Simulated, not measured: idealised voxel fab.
The following process module bears the name voxel wiring stack.
Cross-sectional view cut (width: 290 nm; square cell size: 5 nm).
This document writes a cross-section as a grid whose cells are square, and gives it as bands, listed from the top down; one or more rows of cells form a band. Heads up on the band format: heights come first, top then bottom, in nm. After that it's the materials left to right, each with its width in nm. A single material flagged "edge to edge" fills the whole band edge to edge, and "blank" means there's empty space there. The reference from which all heights are counted is 0, the level beneath which the as-received wafer is entirely one material; the lowest band, having no lower bound, proceeds downward and is written after the example "0 and below". Think of "30->40" as a width that walks from the first number to the second as you go down the band, top row to bottom row, taking equal-sized steps from row to row. Basically "remained the same" means that step didn't change any cell in the cross-section. The entry titled "Sealed cavities" provides the empty spaces that have no open way to the top, restricted to those of 8 cells or more. Each is presented as width x height at distance, the distance being measured from the left edge, with all three in nm. Where a step's line continues beyond its settings, the continuation is a remark by the simulator itself on that step. The optional step-line setting "overlay nm" applies to steps with a mask and quantifies how far to the right of its planned location the mask lay, a negative value indicating leftward placement.

The process steps that were planned are listed below:
- 1: RECEIVE,material Si
- 2: CONFORMAL_DEP,material SiO2,thk nm 10
- 3: CONFORMAL_DEP,material SiCN,thk nm 5
- 4: DIRECTIONAL_DEP,material SiO2,thk nm 25
- 5: MASKED_ETCH,tone open,mask id METAL_1,width nm 20,pitch nm 45,etch materials SiO2,depth nm 25,overlay nm 0
- 6: MASKED_ETCH,tone open,mask id METAL_1,width nm 20,pitch nm 45,etch materials SiCN,depth nm 5,overlay nm 0
- 7: CONFORMAL_DEP,material TiN,thk nm 5
- 8: FILL_DEP,material Cu,thk nm 5
- 9: CMP,height nm 40
- 10: CONFORMAL_DEP,material SiCN,thk nm 5
- 11: DIRECTIONAL_DEP,material SiO2,thk nm 30
- 12: MASKED_ETCH,tone open,mask id METAL_2,width nm 20,pitch nm 45,etch materials SiO2,depth nm 15,overlay nm 0
- 13: PATTERN,tone open,mask id METAL_2_HOLES,material resist,width nm 15,thk nm 15,overlay nm 0
- 14: DIRECTIONAL_ETCH,etch materials SiO2,depth nm 15
- 15: DIRECTIONAL_ETCH,etch materials SiCN,depth nm 5
- 16: STRIP,etch materials resist
- 17: CONFORMAL_DEP,material TiN,thk nm 5
- 18: FILL_DEP,material Cu,thk nm 5
- 19: CMP,height nm 75
- 20: CONFORMAL_DEP,material SiCN,thk nm 5
- 21: DIRECTIONAL_DEP,material lowk,thk nm 30
- 22: PATTERN,tone open,mask id METAL_3_HOLES,material resist,width nm 15,pitch nm 45,thk nm 20,overlay nm 0
- 23: DIRECTIONAL_ETCH,etch materials lowk,depth nm 30
- 24: STRIP,etch materials resist
- 25: MASKED_ETCH,tone open,mask id METAL_3,width nm 20,pitch nm 45,etch materials lowk,depth nm 15,overlay nm 0
- 26: MASKED_ETCH,tone open,mask id METAL_3,width nm 20,pitch nm 45,etch materials SiCN,depth nm 5,overlay nm -15
- 27: CONFORMAL_DEP,material TiN,thk nm 5
- 28: FILL_DEP,material Ru,thk nm 5
- 29: CMP,height nm 110
- 30: CONFORMAL_DEP,material SiCN,thk nm 5
- 31: DIRECTIONAL_DEP,material lowk,thk nm 35
- 32: DIRECTIONAL_DEP,material aC,thk nm 10
- 33: PATTERN,tone open,mask id METAL_4_HOLES,material resist,width nm 15,thk nm 25,overlay nm 0
- 34: DIRECTIONAL_ETCH,etch materials aC,depth nm 10
- 35: STRIP,etch materials resist
- 36: DIRECTIONAL_ETCH,etch materials lowk,depth nm 35
- 37: STRIP,etch materials aC
- 38: PATTERN,tone open,mask id METAL_4,material resist,width nm 20,pitch nm 45,thk nm 15,overlay nm 0
- 39: DIRECTIONAL_ETCH,etch materials lowk,depth nm 20
- 40: DIRECTIONAL_ETCH,etch materials SiCN,depth nm 5
- 41: STRIP,etch materials resist
- 42: CONFORMAL_DEP,material TiN,thk nm 5
- 43: FILL_DEP,material Cu,thk nm 10
- 44: CMP,height nm 150
- 45: CONFORMAL_DEP,material SiN,thk nm 5
The plan shows the overlay nm of step 26 as the first wafer had it; this setting differs between the wafers, which start out alike.

Cross-section, first of several wafers, as delivered after step 1:
* 0 and below = Si edge to edge
* Sealed cavities: none

Once step 45, the last step, is complete, the module is at its end; this is the cross-section of the first of several wafers:
* 155 down to 150 = SiN edge to edge
* 150 down to 135 = 110 nm lowk; 5 nm TiN; 10 nm Cu; 5 nm TiN; 25 nm lowk; 5 nm TiN; 10 nm Cu; 5 nm TiN; 115 nm lowk
* 135 down to 130 = 110 nm lowk; 5 nm TiN; 5 nm Cu; 10 nm TiN; 25 nm lowk; 20 nm TiN; 115 nm lowk
* 130 down to 115 = 110 nm lowk; 5 nm TiN; 5 nm Cu; 5 nm TiN; 165 nm lowk
* 115 down to 110 = 110 nm SiCN; 15 nm TiN; 165 nm SiCN
* 110 down to 100 = 110 nm lowk; 5 nm TiN; 10 nm Ru; 5 nm TiN; 25 nm lowk; 5 nm TiN; 10 nm Ru; 5 nm TiN; 115 nm lowk
* 100 down to 95 = 110 nm lowk; 5 nm TiN; 5 nm Ru; 10 nm TiN; 25 nm lowk; 5 nm TiN; 5 nm Ru; 10 nm TiN; 115 nm lowk
* 95 down to 85 = 110 nm lowk; 5 nm TiN; 5 nm Ru; 5 nm TiN; 30 nm lowk; 5 nm TiN; 5 nm Ru; 5 nm TiN; 120 nm lowk
* 85 down to 80 = 110 nm lowk; 15 nm TiN; 30 nm lowk; 15 nm TiN; 120 nm lowk
* 80 down to 75 = 110 nm SiCN; 5 nm TiN; 40 nm SiCN; 5 nm TiN; 130 nm SiCN
* 75 down to 65 = 110 nm SiO2; 5 nm TiN; 10 nm Cu; 5 nm TiN; 25 nm SiO2; 5 nm TiN; 10 nm Cu; 5 nm TiN; 115 nm SiO2
* 65 down to 60 = 110 nm SiO2; 5 nm TiN; 5 nm Cu; 10 nm TiN; 25 nm SiO2; 20 nm TiN; 115 nm SiO2
* 60 down to 45 = 110 nm SiO2; 5 nm TiN; 5 nm Cu; 5 nm TiN; 165 nm SiO2
* 45 down to 40 = 110 nm SiCN; 15 nm TiN; 165 nm SiCN
* 40 down to 15 = 110 nm SiO2; 5 nm TiN; 10 nm Cu; 5 nm TiN; 25 nm SiO2; 5 nm TiN; 10 nm Cu; 5 nm TiN; 115 nm SiO2
* 15 down to 10 = 110 nm SiCN; 20 nm TiN; 25 nm SiCN; 20 nm TiN; 115 nm SiCN
* 10 down to 0 = SiO2 edge to edge
* 0 and below = Si edge to edge
* Sealed cavities: none

Here we cross-sectioned the last of the wafers once the module was done:
* 155 down to 150 = SiN edge to edge
* 150 down to 135 = 110 nm lowk; 5 nm TiN; 10 nm Cu; 5 nm TiN; 25 nm lowk; 5 nm TiN; 10 nm Cu; 5 nm TiN; 115 nm lowk
* 135 down to 130 = 110 nm lowk; 5 nm TiN; 5 nm Cu; 10 nm TiN; 25 nm lowk; 20 nm TiN; 115 nm lowk
* 130 down to 115 = 110 nm lowk; 5 nm TiN; 5 nm Cu; 5 nm TiN; 165 nm lowk
* 115 down to 110 = 110 nm SiCN; 15 nm TiN; 165 nm SiCN
* 110 down to 100 = 110 nm lowk; 5 nm TiN; 10 nm Ru; 5 nm TiN; 25 nm lowk; 5 nm TiN; 10 nm Ru; 5 nm TiN; 115 nm lowk
* 100 down to 95 = 110 nm lowk; 5 nm TiN; 5 nm Ru; 10 nm TiN; 25 nm lowk; 5 nm TiN; 5 nm Ru; 10 nm TiN; 115 nm lowk
* 95 down to 85 = 110 nm lowk; 5 nm TiN; 5 nm Ru; 5 nm TiN; 30 nm lowk; 5 nm TiN; 5 nm Ru; 5 nm TiN; 120 nm lowk
* 85 down to 80 = 110 nm lowk; 15 nm TiN; 30 nm lowk; 15 nm TiN; 120 nm lowk
* 80 down to 75 = SiCN edge to edge
* 75 down to 65 = 110 nm SiO2; 5 nm TiN; 10 nm Cu; 5 nm TiN; 25 nm SiO2; 5 nm TiN; 10 nm Cu; 5 nm TiN; 115 nm SiO2
* 65 down to 60 = 110 nm SiO2; 5 nm TiN; 5 nm Cu; 10 nm TiN; 25 nm SiO2; 20 nm TiN; 115 nm SiO2
* 60 down to 45 = 110 nm SiO2; 5 nm TiN; 5 nm Cu; 5 nm TiN; 165 nm SiO2
* 45 down to 40 = 110 nm SiCN; 15 nm TiN; 165 nm SiCN
* 40 down to 15 = 110 nm SiO2; 5 nm TiN; 10 nm Cu; 5 nm TiN; 25 nm SiO2; 5 nm TiN; 10 nm Cu; 5 nm TiN; 115 nm SiO2
* 15 down to 10 = 110 nm SiCN; 20 nm TiN; 25 nm SiCN; 20 nm TiN; 115 nm SiCN
* 10 down to 0 = SiO2 edge to edge
* 0 and below = Si edge to edge
* Sealed cavities: none

End of module, by wafer: material-by-material cell gain (+) or loss (-) since receipt, then closed voids:
overlay nm -15; +48 Cu; +14 Ru; +216 SiCN; +58 SiN; +681 SiO2; +110 TiN; +671 lowk; Sealed cavities: none
overlay nm -10; +48 Cu; +14 Ru; +214 SiCN; +58 SiN; +681 SiO2; +112 TiN; +671 lowk; Sealed cavities: none
overlay nm -5; +48 Cu; +16 Ru; +212 SiCN; +58 SiN; +681 SiO2; +112 TiN; +671 lowk; Sealed cavities: none
overlay nm 0; +48 Cu; +16 Ru; +212 SiCN; +58 SiN; +681 SiO2; +112 TiN; +671 lowk; Sealed cavities: none
overlay nm 5; +48 Cu; +14 Ru; +214 SiCN; +58 SiN; +681 SiO2; +112 TiN; +671 lowk; Sealed cavities: none
overlay nm 10; +48 Cu; +14 Ru; +216 SiCN; +58 SiN; +681 SiO2; +110 TiN; +671 lowk; Sealed cavities: none
overlay nm 15; +48 Cu; +14 Ru; +218 SiCN; +58 SiN; +681 SiO2; +108 TiN; +671 lowk; Sealed cavities: none
